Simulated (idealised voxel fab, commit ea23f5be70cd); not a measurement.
You're looking at the process module voxel trench capacitor.
For reference, the cross-section in this document is cut, with width 185 nm and square cells of 5 nm.
A cross-section is written here as square cells arranged in a grid, and it is given in bands from the top down, each band taking up one or more rows of cells.
What a band's entry tells you: where the top is and where the bottom is, as heights in nm, and after that what lies inside, material by material from left to right, each with its width in nm. Empty space is written as the word "blank", and a single material marked with the word "edge to edge" occupies the band from edge to edge.
Height reference: 0 = level under which incoming wafer is all one material. Lowest band: no bottom, runs on downward, e.g. "from 0 down".
Think of "30->40" as a width that walks from the first number to the second as you go down the band, top row to bottom row, taking equal-sized steps from row to row.
No cell of the cross-section changed in a step that is given as "nothing was modified".
The list in "Closed void inventory" covers empty spaces of 8 cells or more that cannot reach the top through any open way, and it gives each as width x height at distance; the distance is from the left edge, and width, height and distance are in nm.
Where a step's line continues beyond its settings, the continuation is a remark by the simulator itself on that step.
"overlay nm" denotes, for a step that has a mask, the displacement of the mask to the right of its planned place, with negative values corresponding to the left.
[Planned process steps]
step 1: RECEIVE | material Si
step 2: CONFORMAL_DEP | material SiN | thk nm 10
step 3: DIRECTIONAL_DEP | material aC | thk nm 15
step 4: PATTERN | tone open | mask id TRENCH | material resist | width nm 25 | pitch nm 50 | thk nm 30 | overlay nm 0
step 5: DIRECTIONAL_ETCH | etch materials aC | depth nm 15
step 6: STRIP | etch materials resist
step 7: DIRECTIONAL_ETCH | etch materials SiN | depth nm 10
step 8: DIRECTIONAL_ETCH | etch materials Si | depth nm 35
step 9: STRIP | etch materials aC
step 10: CONFORMAL_DEP | material Al2O3 | thk nm 5
step 11: CONFORMAL_DEP | material TiN | thk nm 5
step 12: FILL_DEP | material W | thk nm 10
step 13: CMP | height nm 10
The value of thk nm given for step 11 in the plan refers to the first wafer; the wafers vary in this setting and are alike at the start.
[The as-received cross-section of the first of several wafers corresponds to the state after step 1]
- from 0 down = Si edge to edge
- Closed void inventory: none
[Per-wafer rows below. For each material: cells gained (+) or lost (-) since the wafer was received, as of end of module. Then: closed voids]
thk nm 5, +42 Al2O3, -70 Si, +54 SiN, +34 TiN, +14 W, Closed void inventory: none
thk nm 10, +42 Al2O3, -70 Si, +54 SiN, +48 TiN, Closed void inventory: none
thk nm 15, +42 Al2O3, -70 Si, +54 SiN, +48 TiN, Closed void inventory: none
thk nm 20, +42 Al2O3, -70 Si, +54 SiN, +48 TiN, Closed void inventory: none
